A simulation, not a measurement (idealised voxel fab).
The process module that follows is named voxel fin reveal.
The figure presents cross-section cut, which has a width of 210 nm and is divided into square cells with an edge length of 5 nm.
How to read a cross-section here: the picture is a grid of square cells, written as bands going from the top down, and any band can span one or more rows of cells. For a band, the entry starts with two heights in nm, that of the top and then that of the bottom, and carries on with the band's materials in order from left to right, each alongside its width in nm; the word "full width" beside a single material means it fills the band edge to edge, and "empty" means empty space. The level at which height equals 0 is the one under which the wafer, as it arrives, is entirely one material. No lower edge exists for the bottom band, which continues downward and is notated as in "from 0 down". So if you see something like "30 to 40" for the width, read it as the top row of the band sitting at the first number and the bottom row at the second, with every row in between moving by the same amount as the last. Take "no change occurred" at face value: in the step it is given for, the cross-section changed in none of its cells. Reported under the label "Cavities, sealed" are the empty spaces having no open way to the top and comprising 8 cells or more; the notation for each is width x height at distance, in which the distance is measured from the left edge and all three values are in nm. Note: text after step settings on the step line = simulator remark on that step. overlay nm: for a step with a mask, the amount by which the mask lay right of where it was planned; a negative amount means left of it.

So here's the lineup of process steps we planned:
| 1 | RECEIVE (material Si) |
| 2 | CONFORMAL_DEP (material SiN; thk nm 10) |
| 3 | DIRECTIONAL_DEP (material aC; thk nm 15) |
| 4 | PATTERN (tone cover; mask id FINS; material resist; width nm 15; pitch nm 40; thk nm 30; overlay nm 0) |
| 5 | DIRECTIONAL_ETCH (etch materials aC; depth nm 15) |
| 6 | STRIP (etch materials resist) |
| 7 | DIRECTIONAL_ETCH (etch materials SiN; depth nm 10) |
| 8 | DIRECTIONAL_ETCH (etch materials Si; depth nm 30) |
| 9 | STRIP (etch materials aC) |
| 10 | FILL_DEP (material SiO2; thk nm 15) |
| 11 | CMP (height nm 10) |
| 12 | SELECTIVE_ETCH (etch materials SiO2; depth nm 30) |
| 13 | STRIP (etch materials SiN) |
| 14 | CONFORMAL_DEP (material HfO2; thk nm 5) |

First wafer, two in total, run as planned:

Cross-sectional view of the wafer in its as-received condition, corresponding to the state after step 1:
    from 0 down: Si full width
    Cavities, sealed: none

The wafer, seen in cross-section, after step 2:
    from 10 to 0: SiN full width
    All layers under 0 are left as they were.

The wafer, seen in cross-section, after step 3:
    from 25 to 10: aC full width
    All layers under 10 are left as they were.

The wafer, seen in cross-section, after step 4:
    from 55 to 25: 75 nm empty, then 15 nm resist, then 25 nm empty, then 15 nm resist, then 80 nm empty
    All layers under 25 are left as they were.

The wafer, seen in cross-section, after step 5:
    from 40 to 25: 75 nm empty, then 15 nm resist, then 25 nm empty, then 15 nm resist, then 80 nm empty
    from 25 to 10: 75 nm empty, then 15 nm aC, then 25 nm empty, then 15 nm aC, then 80 nm empty
    All layers under 10 are left as they were.

The wafer, seen in cross-section, after step 6:
    from 25 to 10: 75 nm empty, then 15 nm aC, then 25 nm empty, then 15 nm aC, then 80 nm empty
    All layers under 10 are left as they were.

The wafer, seen in cross-section, after step 7:
    from 25 to 10: 75 nm empty, then 15 nm aC, then 25 nm empty, then 15 nm aC, then 80 nm empty
    from 10 to 0: 75 nm empty, then 15 nm SiN, then 25 nm empty, then 15 nm SiN, then 80 nm empty
    All layers under 0 are left as they were.

The wafer, seen in cross-section, after step 8:
    from 25 to 10: 75 nm empty, then 15 nm aC, then 25 nm empty, then 15 nm aC, then 80 nm empty
    from 10 to 0: 75 nm empty, then 15 nm SiN, then 25 nm empty, then 15 nm SiN, then 80 nm empty
    from 0 to -30: 75 nm empty, then 15 nm Si, then 25 nm empty, then 15 nm Si, then 80 nm empty
    All layers under -30 are left as they were.

The wafer, seen in cross-section, after step 9:
    from 10 to 0: 75 nm empty, then 15 nm SiN, then 25 nm empty, then 15 nm SiN, then 80 nm empty
    All layers under 0 are left as they were.

The wafer, seen in cross-section, after step 10:
    from 25 to 10: SiO2 full width
    from 10 to 0: 75 nm SiO2, then 15 nm SiN, then 25 nm SiO2, then 15 nm SiN, then 80 nm SiO2
    from 0 to -30: 75 nm SiO2, then 15 nm Si, then 25 nm SiO2, then 15 nm Si, then 80 nm SiO2
    All layers under -30 are left as they were.

The wafer, seen in cross-section, after step 11:
    from 10 to 0: 75 nm SiO2, then 15 nm SiN, then 25 nm SiO2, then 15 nm SiN, then 80 nm SiO2
    All layers under 0 are left as they were.

The wafer, seen in cross-section, after step 12:
    from 10 to 0: 75 nm empty, then 15 nm SiN, then 25 nm empty, then 15 nm SiN, then 80 nm empty
    from 0 to -20: 75 nm empty, then 15 nm Si, then 25 nm empty, then 15 nm Si, then 80 nm empty
    All layers under -20 are left as they were.

The wafer, seen in cross-section, after step 13:
    from 0 to -20: 75 nm empty, then 15 nm Si, then 25 nm empty, then 15 nm Si, then 80 nm empty
    All layers under -20 are left as they were.

The wafer, seen in cross-section, after step 14:
    from 5 to 0: 70 nm empty, then 25 nm HfO2, then 15 nm empty, then 25 nm HfO2, then 75 nm empty
    from 0 to -15: 70 nm empty, then 5 nm HfO2, then 15 nm Si, then 5 nm HfO2, then 15 nm empty, then 5 nm HfO2, then 15 nm Si, then 5 nm HfO2, then 75 nm empty
    from -15 to -20: 75 nm HfO2, then 15 nm Si, then 25 nm HfO2, then 15 nm Si, then 80 nm HfO2
    All layers under -20 are left as they were.

Second wafer: same start and same plan as the first, one execution error; identical to the first through step 7:

The second wafer in cross-section, at the planned close of step 8:
    from 25 to 10: 75 nm empty, then 15 nm aC, then 25 nm empty, then 15 nm aC, then 80 nm empty
    from 10 to 0: 75 nm empty, then 15 nm SiN, then 25 nm empty, then 15 nm SiN, then 80 nm empty
    from 0 to -35: 75 nm empty, then 15 nm Si, then 25 nm empty, then 15 nm Si, then 80 nm empty
    All layers under -35 are left as they were.

The second wafer in cross-section, at the planned close of step 9:
    from 10 to 0: 75 nm empty, then 15 nm SiN, then 25 nm empty, then 15 nm SiN, then 80 nm empty
    All layers under 0 are left as they were.

The second wafer in cross-section, at the planned close of step 10:
    from 25 to 10: SiO2 full width
    from 10 to 0: 75 nm SiO2, then 15 nm SiN, then 25 nm SiO2, then 15 nm SiN, then 80 nm SiO2
    from 0 to -35: 75 nm SiO2, then 15 nm Si, then 25 nm SiO2, then 15 nm Si, then 80 nm SiO2
    All layers under -35 are left as they were.

The second wafer in cross-section, at the planned close of step 11:
    from 10 to 0: 75 nm SiO2, then 15 nm SiN, then 25 nm SiO2, then 15 nm SiN, then 80 nm SiO2
    All layers under 0 are left as they were.

The second wafer in cross-section, at the planned close of step 12:
    from 10 to 0: 75 nm empty, then 15 nm SiN, then 25 nm empty, then 15 nm SiN, then 80 nm empty
    from 0 to -20: 75 nm empty, then 15 nm Si, then 25 nm empty, then 15 nm Si, then 80 nm empty
    All layers under -20 are left as they were.

The second wafer in cross-section, at the planned close of step 13:
    from 0 to -20: 75 nm empty, then 15 nm Si, then 25 nm empty, then 15 nm Si, then 80 nm empty
    All layers under -20 are left as they were.

The second wafer in cross-section, at the planned close of step 14:
    from 5 to 0: 70 nm empty, then 25 nm HfO2, then 15 nm empty, then 25 nm HfO2, then 75 nm empty
    from 0 to -15: 70 nm empty, then 5 nm HfO2, then 15 nm Si, then 5 nm HfO2, then 15 nm empty, then 5 nm HfO2, then 15 nm Si, then 5 nm HfO2, then 75 nm empty
    from -15 to -20: 75 nm HfO2, then 15 nm Si, then 25 nm HfO2, then 15 nm Si, then 80 nm HfO2
    All layers under -20 are left as they were.
Which mistake was made when the wafer was run? for step 8, the planned setting was not used; the step was instead run as DIRECTIONAL_ETCH (etch materials Si; depth nm 35)
Upon completion, the second wafer contains, in terms of cells, a greater or smaller amount of certain materials than the first wafer: -36 Si, +36 SiO2
